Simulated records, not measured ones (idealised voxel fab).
This is a process module. Its name is voxel transistor to metal.
FYI the section here is cut, 285 nm wide, cells are 5 nm squares.
For the purposes of this document, a cross-section shall be understood as a grid of square cells, specified as bands listed in top-to-bottom order, each band consisting of one or more rows of cells. Band: top height; bottom height; in nm. Then, left to right: material with width in nm, for each material. "throughout": a single material spanning edge to edge. "empty": empty space. Zero point of the height axis is 0; under it, received wafer = one material. Lowest band: continues down indefinitely, "top 0, no bottom". You'd read "30..40" like this: the band's top row of cells is as wide as the first number, its bottom row is as wide as the second, and going down, every row changes width by the same amount as the row before did. For the purposes of this document, the phrase "no alteration" attached to a step denotes that no cell within the cross-section was modified by that step. Each empty space that has no open way to the top and spans at least 8 cells appears under "Fully sealed voids" as width x height at distance, the distance counted from the left edge, all in nm. Anything after a step's settings on that line? It's the simulator's own note about the step. On any step carrying a mask, the "overlay nm" setting, if present on the step's line, tells how far right of its planned place the mask lay; negative values point to the left.

List of planned process steps
1,RECEIVE | material Si
2,CONFORMAL_DEP | material SiO2 | thk nm 5
3,CONFORMAL_DEP | material SiN | thk nm 10
4,MASKED_ETCH | tone cover | mask id ACTIVE | width nm 95 | pitch nm 125 | etch materials SiN | depth nm 10 | overlay nm 0
5,MASKED_ETCH | tone cover | mask id ACTIVE | width nm 95 | pitch nm 125 | etch materials SiO2 | depth nm 5 | overlay nm 0
6,MASKED_ETCH | tone cover | mask id ACTIVE | width nm 95 | pitch nm 125 | etch materials Si | depth nm 35 | overlay nm 0
7,FILL_DEP | material SiO2 | thk nm 10
8,CMP | height nm 15
9,SELECTIVE_ETCH | etch materials SiO2 | depth nm 5
10,STRIP | etch materials SiN
11,SELECTIVE_ETCH | etch materials SiO2 | depth nm 5
12,OXIDIZE | depth nm 5
13,DIRECTIONAL_DEP | material polySi | thk nm 20
14,DIRECTIONAL_DEP | material SiCN | thk nm 10
15,PATTERN | tone cover | mask id GATE | material resist | width nm 25 | pitch nm 125 | thk nm 20 | overlay nm 0
16,DIRECTIONAL_ETCH | etch materials SiCN | depth nm 20
17,DIRECTIONAL_ETCH | etch materials polySi | depth nm 30
18,STRIP | etch materials resist
19,CONFORMAL_DEP | material SiN | thk nm 10
20,DIRECTIONAL_ETCH | etch materials SiN | depth nm 10
21,DIRECTIONAL_ETCH | etch materials SiO2 | depth nm 5
22,DIRECTIONAL_ETCH | etch materials Si | depth nm 5
23,EPI | material SiGe | thk nm 10
24,FILL_DEP | material SiO2 | thk nm 5
25,CMP | height nm 20
26,DIRECTIONAL_DEP | material SiO2 | thk nm 10
27,MASKED_ETCH | tone open | mask id CONTACT | width nm 15 | etch materials SiO2 | depth nm 35 | overlay nm 0
28,CONFORMAL_DEP | material TiN | thk nm 5
29,FILL_DEP | material Ru | thk nm 5
30,CMP | height nm 40
31,DIRECTIONAL_DEP | material TiN | thk nm 5
32,DIRECTIONAL_DEP | material Ru | thk nm 25
33,MASKED_ETCH | tone cover | mask id METAL_1 | width nm 15 | etch materials Ru | depth nm 25 | overlay nm 0
34,MASKED_ETCH | tone cover | mask id METAL_1 | width nm 15 | etch materials TiN | depth nm 5 | overlay nm 0
35,FILL_DEP | material lowk | thk nm 10
36,CMP | height nm 70
37,CONFORMAL_DEP | material SiN | thk nm 5
Heads up: all these wafers start the same, and what changes between them is the height nm in step 25. The value you see in the plan is just what the first wafer got.

Incoming state of the first of several wafers in cross-section: after step 1
    top 0, no bottom  Si throughout
    Fully sealed voids: none

The figure below presents a cross-section of the first of several wafers at the conclusion of the module, following its last step, step 37
    top 75, bottom 70  SiN throughout
    top 70, bottom 45  35 lowk | 15 Ru | 55 lowk | 15 Ru | 40 lowk | 15 Ru | 55 lowk | 15 Ru | 40 lowk
    top 45, bottom 40  35 lowk | 15 TiN | 55 lowk | 15 TiN | 40 lowk | 15 TiN | 55 lowk | 15 TiN | 40 lowk
    top 40, bottom 35  Ru throughout
    top 35, bottom 30  40 TiN | 5 Ru | 65 TiN | 5 Ru | 50 TiN | 5 Ru | 65 TiN | 5 Ru | 45 TiN
    top 30, bottom 20  35 SiO2 | 5 TiN | 5 Ru | 5 TiN | 55 SiO2 | 5 TiN | 5 Ru | 5 TiN | 40 SiO2 | 5 TiN | 5 Ru | 5 TiN | 55 SiO2 | 5 TiN | 5 Ru | 5 TiN | 40 SiO2
    top 20, bottom 10  35 SiO2 | 5 TiN | 5 Ru | 5 TiN | 5 SiO2 | 10 SiN | 25 polySi | 10 SiN | 5 SiO2 | 5 TiN | 5 Ru | 5 TiN | 40 SiO2 | 5 TiN | 5 Ru | 5 TiN | 5 SiO2 | 10 SiN | 25 polySi | 10 SiN | 5 SiO2 | 5 TiN | 5 Ru | 5 TiN | 40 SiO2
    top 10, bottom 5  35 SiO2 | 15 TiN | 5 SiO2 | 10 SiN | 25 polySi | 10 SiN | 5 SiO2 | 15 TiN | 40 SiO2 | 15 TiN | 5 SiO2 | 10 SiN | 25 polySi | 10 SiN | 5 SiO2 | 15 TiN | 40 SiO2
    top 5, bottom 0  25 SiO2 | 10 SiN | 20 SiGe | 10 SiN | 25 polySi | 10 SiN | 20 SiGe | 10 SiN | 20 SiO2 | 10 SiN | 20 SiGe | 10 SiN | 25 polySi | 10 SiN | 20 SiGe | 10 SiN | 30 SiO2
    top 0, bottom -5  35 SiO2 | 20 SiGe | 45 SiO2 | 20 SiGe | 40 SiO2 | 20 SiGe | 45 SiO2 | 20 SiGe | 40 SiO2
    top -5, bottom -10  30 SiO2 | 5 Si | 20 SiGe | 45 Si | 20 SiGe | 5 Si | 30 SiO2 | 5 Si | 20 SiGe | 45 Si | 20 SiGe | 5 Si | 35 SiO2
    top -10, bottom -35  30 SiO2 | 95 Si | 30 SiO2 | 95 Si | 35 SiO2
    top -35, no bottom  Si throughout
    Fully sealed voids: none

Cross-sectional depiction of the last of several wafers upon completion of the module
    top 75, bottom 70  SiN throughout
    top 70, bottom 45  35 lowk | 15 Ru | 55 lowk | 15 Ru | 40 lowk | 15 Ru | 55 lowk | 15 Ru | 40 lowk
    top 45, bottom 40  35 lowk | 15 TiN | 55 lowk | 15 TiN | 40 lowk | 15 TiN | 55 lowk | 15 TiN | 40 lowk
    top 40, bottom 30  35 SiO2 | 5 TiN | 5 Ru | 5 TiN | 55 SiO2 | 5 TiN | 5 Ru | 5 TiN | 40 SiO2 | 5 TiN | 5 Ru | 5 TiN | 55 SiO2 | 5 TiN | 5 Ru | 5 TiN | 40 SiO2
    top 30, bottom 20  35 SiO2 | 5 TiN | 5 Ru | 5 TiN | 5 SiO2 | 10 SiN | 25 SiCN | 10 SiN | 5 SiO2 | 5 TiN | 5 Ru | 5 TiN | 40 SiO2 | 5 TiN | 5 Ru | 5 TiN | 5 SiO2 | 10 SiN | 25 SiCN | 10 SiN | 5 SiO2 | 5 TiN | 5 Ru | 5 TiN | 40 SiO2
    top 20, bottom 15  35 SiO2 | 5 TiN | 5 Ru | 5 TiN | 5 SiO2 | 10 SiN | 25 polySi | 10 SiN | 5 SiO2 | 5 TiN | 5 Ru | 5 TiN | 40 SiO2 | 5 TiN | 5 Ru | 5 TiN | 5 SiO2 | 10 SiN | 25 polySi | 10 SiN | 5 SiO2 | 5 TiN | 5 Ru | 5 TiN | 40 SiO2
    top 15, bottom 10  35 SiO2 | 15 TiN | 5 SiO2 | 10 SiN | 25 polySi | 10 SiN | 5 SiO2 | 15 TiN | 40 SiO2 | 15 TiN | 5 SiO2 | 10 SiN | 25 polySi | 10 SiN | 5 SiO2 | 15 TiN | 40 SiO2
    top 10, bottom 5  55 SiO2 | 10 SiN | 25 polySi | 10 SiN | 80 SiO2 | 10 SiN | 25 polySi | 10 SiN | 60 SiO2
    top 5, bottom 0  25 SiO2 | 10 SiN | 20 SiGe | 10 SiN | 25 polySi | 10 SiN | 20 SiGe | 10 SiN | 20 SiO2 | 10 SiN | 20 SiGe | 10 SiN | 25 polySi | 10 SiN | 20 SiGe | 10 SiN | 30 SiO2
    top 0, bottom -5  35 SiO2 | 20 SiGe | 45 SiO2 | 20 SiGe | 40 SiO2 | 20 SiGe | 45 SiO2 | 20 SiGe | 40 SiO2
    top -5, bottom -10  30 SiO2 | 5 Si | 20 SiGe | 45 Si | 20 SiGe | 5 Si | 30 SiO2 | 5 Si | 20 SiGe | 45 Si | 20 SiGe | 5 Si | 35 SiO2
    top -10, bottom -35  30 SiO2 | 95 Si | 30 SiO2 | 95 Si | 35 SiO2
    top -35, no bottom  Si throughout
    Fully sealed voids: none

Per-wafer rows below. For each material: cells gained (+) or lost (-) since the wafer was received, as of end of module. Then: closed voids
height nm 20; +137 Ru; -187 Si; +48 SiGe; +97 SiN; +341 SiO2; +109 TiN; +270 lowk; +40 polySi; Fully sealed voids: none
height nm 25; +84 Ru; -187 Si; +10 SiCN; +48 SiGe; +105 SiN; +368 SiO2; +117 TiN; +270 lowk; +40 polySi; Fully sealed voids: none
height nm 30; +84 Ru; -187 Si; +20 SiCN; +48 SiGe; +113 SiN; +395 SiO2; +72 TiN; +270 lowk; +40 polySi; Fully sealed voids: none
height nm 35; +80 Ru; -187 Si; +20 SiCN; +48 SiGe; +113 SiN; +407 SiO2; +64 TiN; +270 lowk; +40 polySi; Fully sealed voids: none
